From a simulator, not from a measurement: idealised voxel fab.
Process module name: voxel transistor to metal
The width of the displayed cross-section, cut, is 155 nm; its cells are square, with a size of 5 nm.
Throughout this document, each cross-section is represented as a grid of square cells and is presented as a sequence of bands enumerated from the top downward, where a band comprises one or more rows of cells. Basically the band line says how high the top is and how high the bottom is, in nm, and then what's in it from left to right, every material with its width in nm. Empty space shows up as "blank", and if a single material carries "everywhere" it runs the full band edge to edge. Height is counted from the level 0, under which the received wafer is composed throughout of one material. The lowest of the bands is not closed at the bottom but continues downward, in the notation "0 down". The expression "30..40" gives the width at the extremes of the band, the first number at its top row of cells and the second at its bottom row, with the width changing by equal amounts from each row to the next in between. "remains unaltered" for a step: no cell of the cross-section changed in that step. Under "Tabulated closed voids" you'll find the enclosed gaps, the ones with no way out to the top, that are 8 cells or bigger; each reads width x height at distance, with distance counted from the left edge, everything in nm. It should be noted that, on the line of a given step, the content following the step's settings is a remark produced by the simulator itself with respect to that step. "overlay nm", when on a step's line for a step with a mask, measures how far to the right of its planned place the mask lay; a negative measure means to the left.
Steps planned for the process
1,RECEIVE [material Si]
2,OXIDIZE [depth nm 5]
3,CONFORMAL_DEP [material SiN] [thk nm 15]
4,DIRECTIONAL_DEP [material aC] [thk nm 15]
5,PATTERN [tone cover] [mask id ACTIVE] [material resist] [width nm 110] [thk nm 35] [overlay nm 0]
6,DIRECTIONAL_ETCH [etch materials aC] [depth nm 15]
7,STRIP [etch materials resist]
8,DIRECTIONAL_ETCH [etch materials SiN] [depth nm 15]
9,DIRECTIONAL_ETCH [etch materials SiO2] [depth nm 5]
10,DIRECTIONAL_ETCH [etch materials Si] [depth nm 35]
11,STRIP [etch materials aC]
12,OXIDIZE [depth nm 5]
13,FILL_DEP [material SiO2] [thk nm 15]
14,CMP [height nm 15]
15,SELECTIVE_ETCH [etch materials SiO2] [depth nm 10]
16,STRIP [etch materials SiN]
17,SELECTIVE_ETCH [etch materials SiO2] [depth nm 5]
18,OXIDIZE [depth nm 5]
19,DIRECTIONAL_DEP [material polySi] [thk nm 25]
20,DIRECTIONAL_DEP [material SiCN] [thk nm 10]
21,DIRECTIONAL_DEP [material aC] [thk nm 10]
22,PATTERN [tone cover] [mask id GATE] [material resist] [width nm 20] [thk nm 25] [overlay nm 0]
23,DIRECTIONAL_ETCH [etch materials aC] [depth nm 10]
24,STRIP [etch materials resist]
25,DIRECTIONAL_ETCH [etch materials SiCN] [depth nm 20]
26,DIRECTIONAL_ETCH [etch materials polySi] [depth nm 35]
27,STRIP [etch materials aC]
28,CONFORMAL_DEP [material SiN] [thk nm 5]
29,DIRECTIONAL_ETCH [etch materials SiN] [depth nm 5]
30,DIRECTIONAL_ETCH [etch materials SiO2] [depth nm 5]
31,DIRECTIONAL_ETCH [etch materials Si] [depth nm 10]
32,EPI [material pSi] [thk nm 15]
33,FILL_DEP [material SiO2] [thk nm 10]
34,CMP [height nm 30]
35,DIRECTIONAL_DEP [material SiO2] [thk nm 15]
36,MASKED_ETCH [tone open] [mask id CONTACT] [width nm 30] [pitch nm 60] [etch materials SiO2] [depth nm 50] [overlay nm 0]
37,CONFORMAL_DEP [material TiN] [thk nm 5]
38,FILL_DEP [material Ru] [thk nm 10]
39,CMP [height nm 45]
40,CONFORMAL_DEP [material SiCN] [thk nm 5]
41,DIRECTIONAL_DEP [material SiO2] [thk nm 25]
42,PATTERN [tone open] [mask id METAL_1] [material resist] [width nm 20] [pitch nm 70] [thk nm 20] [overlay nm 0]
43,DIRECTIONAL_ETCH [etch materials SiO2] [depth nm 25]
44,DIRECTIONAL_ETCH [etch materials SiCN] [depth nm 5]
45,STRIP [etch materials resist]
46,CONFORMAL_DEP [material TiN] [thk nm 5]
47,FILL_DEP [material W] [thk nm 5]
48,CMP [height nm 75]
49,EPI [material Ru] [thk nm 5]
50,FILL_DEP [material SiCN] [thk nm 5]
Here's what the wafer looked like in cross-section when it arrived - that's after step 1
  0 down | Si everywhere
  Tabulated closed voids: none
Cross-sectional image of the first of two wafers at the end of the module, the run having proceeded as planned
  85 to 80 | SiCN everywhere
  80 to 75 | SiCN 25, then Ru 30, then SiCN 40, then Ru 30, then SiCN 30
  75 to 50 | SiO2 30, then TiN 5, then W 10, then TiN 5, then SiO2 50, then TiN 5, then W 10, then TiN 5, then SiO2 35
  50 to 45 | SiCN 30, then TiN 20, then SiCN 50, then TiN 20, then SiCN 35
  45 to 30 | SiO2 30, then TiN 5, then Ru 20, then TiN 5, then SiO2 30, then TiN 5, then Ru 20, then TiN 5, then SiO2 35
  30 to 20 | SiO2 30, then TiN 5, then Ru 20, then TiN 5, then SiN 5, then SiCN 20, then SiN 5, then TiN 5, then Ru 20, then TiN 5, then SiO2 35
  20 to 10 | SiO2 30, then TiN 5, then Ru 20, then TiN 5, then SiN 5, then polySi 20, then SiN 5, then TiN 5, then Ru 20, then TiN 5, then SiO2 35
  10 to 5 | SiO2 30, then TiN 5, then Ru 5, then TiN 20, then SiN 5, then polySi 20, then SiN 5, then TiN 20, then Ru 5, then TiN 5, then SiO2 35
  5 to 0 | SiO2 30, then TiN 5, then Ru 5, then TiN 5, then pSi 15, then SiN 5, then polySi 20, then SiN 5, then pSi 15, then TiN 5, then Ru 5, then TiN 5, then SiO2 35
  0 to -5 | SiO2 15, then SiN 5, then SiO2 10, then TiN 15, then pSi 15, then SiN 5, then polySi 20, then SiN 5, then pSi 15, then TiN 15, then SiO2 10, then SiN 5, then SiO2 20
  -5 to -10 | SiO2 20, then pSi 40, then SiO2 30, then pSi 40, then SiO2 25
  -10 to -20 | SiO2 25, then pSi 35, then Si 30, then pSi 35, then SiO2 30
  -20 to -45 | SiO2 25, then Si 100, then SiO2 30
  -45 down | Si everywhere
  Tabulated closed voids: none
Wafer two (of two), end-of-module cross-section: start = wafer one, plan = wafer one, one run mistake
  85 to 80 | SiCN everywhere
  80 to 75 | SiCN 35, then Ru 30, then SiCN 40, then Ru 30, then SiCN 20
  75 to 50 | SiO2 40, then TiN 5, then W 10, then TiN 5, then SiO2 50, then TiN 5, then W 10, then TiN 5, then SiO2 25
  50 to 45 | SiCN 40, then TiN 20, then SiCN 50, then TiN 20, then SiCN 25
  45 to 30 | SiO2 30, then TiN 5, then Ru 20, then TiN 5, then SiO2 30, then TiN 5, then Ru 20, then TiN 5, then SiO2 35
  30 to 20 | SiO2 30, then TiN 5, then Ru 20, then TiN 5, then SiN 5, then SiCN 20, then SiN 5, then TiN 5, then Ru 20, then TiN 5, then SiO2 35
  20 to 10 | SiO2 30, then TiN 5, then Ru 20, then TiN 5, then SiN 5, then polySi 20, then SiN 5, then TiN 5, then Ru 20, then TiN 5, then SiO2 35
  10 to 5 | SiO2 30, then TiN 5, then Ru 5, then TiN 20, then SiN 5, then polySi 20, then SiN 5, then TiN 20, then Ru 5, then TiN 5, then SiO2 35
  5 to 0 | SiO2 30, then TiN 5, then Ru 5, then TiN 5, then pSi 15, then SiN 5, then polySi 20, then SiN 5, then pSi 15, then TiN 5, then Ru 5, then TiN 5, then SiO2 35
  0 to -5 | SiO2 15, then SiN 5, then SiO2 10, then TiN 15, then pSi 15, then SiN 5, then polySi 20, then SiN 5, then pSi 15, then TiN 15, then SiO2 10, then SiN 5, then SiO2 20
  -5 to -10 | SiO2 20, then pSi 40, then SiO2 30, then pSi 40, then SiO2 25
  -10 to -20 | SiO2 25, then pSi 35, then Si 30, then pSi 35, then SiO2 30
  -20 to -45 | SiO2 25, then Si 100, then SiO2 30
  -45 down | Si everywhere
  Tabulated closed voids: none
Deviation noted in wafer processing: note that step 42 departed from the planned setting and was carried out as PATTERN [tone open] [mask id METAL_1] [material resist] [width nm 20] [pitch nm 70] [thk nm 20] [overlay nm 10]
When the process is done, the second wafer contains the same cell count of every material as the first wafer, but distributed over other locations.
